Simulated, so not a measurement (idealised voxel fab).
process module | voxel transistor to metal
cross-section cut | 295 nm wide | cells 5 nm
A cross-section is a grid of square cells, given in bands from the top down. A band is one or more rows of cells.
Each band's line starts with the height of the band's top and of its bottom, in nm. Then come its materials from left to right, each with its width in nm. One material with "throughout" fills the band from edge to edge. "air" is empty space.
Height 0 is the level under which the wafer as received is all one material. The lowest band goes on downwards, as in "0 down".
A width such as "30 to 40" changes by the same amount from each row of cells to the next, from the band's top row to its bottom row.
"no change" after a step means that no cell of the cross-section changed.
closed voids: empty space of 8 cells or more with no open way to the top, each as width x height at its distance from the left edge, in nm
after a step's settings: what the simulator itself notes on the step
overlay nm, on a step with a mask: how far to the right of its planned place the mask lay; to the left if negative
plan
1 op RECEIVE | material Si
2 op OXIDIZE | depth nm 5
3 op CONFORMAL_DEP | material SiN | thk nm 10
4 op MASKED_ETCH | tone cover | mask id ACTIVE | width nm 90 | pitch nm 110 | etch materials SiN | depth nm 10 | overlay nm 0
5 op MASKED_ETCH | tone cover | mask id ACTIVE | width nm 90 | pitch nm 110 | etch materials SiO2 | depth nm 5 | overlay nm -15
6 op MASKED_ETCH | tone cover | mask id ACTIVE | width nm 90 | pitch nm 110 | etch materials Si | depth nm 25 | overlay nm 0
7 op FILL_DEP | material SiO2 | thk nm 15
8 op CMP | height nm 10
9 op SELECTIVE_ETCH | etch materials SiO2 | depth nm 10
10 op STRIP | etch materials SiN
11 op SELECTIVE_ETCH | etch materials SiO2 | depth nm 5
12 op OXIDIZE | depth nm 5
13 op DIRECTIONAL_DEP | material polySi | thk nm 25
14 op DIRECTIONAL_DEP | material SiCN | thk nm 10
15 op MASKED_ETCH | tone cover | mask id GATE | width nm 20 | pitch nm 110 | etch materials SiCN | depth nm 20 | overlay nm 0
16 op MASKED_ETCH | tone cover | mask id GATE | width nm 20 | pitch nm 110 | etch materials polySi | depth nm 35 | overlay nm 0
17 op CONFORMAL_DEP | material SiO2 | thk nm 5
18 op DIRECTIONAL_ETCH | etch materials SiO2 | depth nm 5
19 op CONFORMAL_DEP | material SiN | thk nm 10
20 op DIRECTIONAL_ETCH | etch materials SiN | depth nm 10
21 op DIRECTIONAL_ETCH | etch materials SiO2 | depth nm 5
22 op DIRECTIONAL_ETCH | etch materials Si | depth nm 5
23 op EPI | material SiGe | thk nm 10
24 op FILL_DEP | material SiO2 | thk nm 5
25 op CMP | height nm 30
26 op DIRECTIONAL_DEP | material SiO2 | thk nm 10
27 op PATTERN | tone open | mask id CONTACT | material resist | width nm 15 | thk nm 20 | overlay nm 0
28 op DIRECTIONAL_ETCH | etch materials SiO2 | depth nm 45
29 op STRIP | etch materials resist
30 op CONFORMAL_DEP | material TiN | thk nm 5
31 op FILL_DEP | material W | thk nm 5
32 op CMP | height nm 40
33 op DIRECTIONAL_DEP | material TiN | thk nm 5
34 op DIRECTIONAL_DEP | material Ru | thk nm 25
35 op MASKED_ETCH | tone cover | mask id METAL_1 | width nm 15 | etch materials Ru | depth nm 25 | overlay nm 0
36 op MASKED_ETCH | tone cover | mask id METAL_1 | width nm 15 | etch materials TiN | depth nm 5 | overlay nm 0
37 op FILL_DEP | material SiO2 | thk nm 5
38 op CMP | height nm 70
39 op CONFORMAL_DEP | material SiCN | thk nm 5
40 op DIRECTIONAL_DEP | material SiO2 | thk nm 30
41 op DIRECTIONAL_DEP | material aC | thk nm 10
42 op PATTERN | tone open | mask id METAL_2 | material resist | width nm 15 | pitch nm 110 | thk nm 25 | overlay nm 0
43 op DIRECTIONAL_ETCH | etch materials aC | depth nm 10
44 op STRIP | etch materials resist
45 op DIRECTIONAL_ETCH | etch materials SiO2 | depth nm 15
46 op STRIP | etch materials aC
47 op MASKED_ETCH | tone open | mask id METAL_2_HOLES | width nm 15 | pitch nm 110 | etch materials SiO2 | depth nm 15 | overlay nm 0
48 op MASKED_ETCH | tone open | mask id METAL_2_HOLES | width nm 15 | pitch nm 110 | etch materials SiCN | depth nm 5 | overlay nm 0
49 op CONFORMAL_DEP | material TiN | thk nm 5
50 op FILL_DEP | material Ru | thk nm 10
51 op CMP | height nm 105
52 op CONFORMAL_DEP | material SiN | thk nm 5
varied across the wafers: overlay nm of step 5. The plan shows the first wafer's value. All wafers start alike
first wafer as received, after step 1
  0 down: Si throughout
  closed voids: none
each wafer at the end: cells of each material gained (+) or lost (-) since it was received, then its closed voids
overlay nm -15 | +72 Ru | -208 Si | +69 SiCN | +55 SiGe | +115 SiN | +1013 SiO2 | +114 TiN | +28 W | +40 polySi | closed voids: none
overlay nm -10 | +72 Ru | -214 Si | +69 SiCN | +52 SiGe | +115 SiN | +1022 SiO2 | +114 TiN | +28 W | +40 polySi | closed voids: none
overlay nm -5 | +72 Ru | -220 Si | +69 SiCN | +48 SiGe | +115 SiN | +1032 SiO2 | +114 TiN | +28 W | +40 polySi | closed voids: none
overlay nm 0 | +72 Ru | -226 Si | +69 SiCN | +44 SiGe | +115 SiN | +1042 SiO2 | +114 TiN | +28 W | +40 polySi | closed voids: none
overlay nm 5 | +72 Ru | -220 Si | +69 SiCN | +48 SiGe | +115 SiN | +1032 SiO2 | +114 TiN | +28 W | +40 polySi | closed voids: none
overlay nm 10 | +72 Ru | -214 Si | +69 SiCN | +52 SiGe | +115 SiN | +1022 SiO2 | +114 TiN | +28 W | +40 polySi | closed voids: none
overlay nm 15 | +72 Ru | -208 Si | +69 SiCN | +55 SiGe | +115 SiN | +1013 SiO2 | +114 TiN | +28 W | +40 polySi | closed voids: none
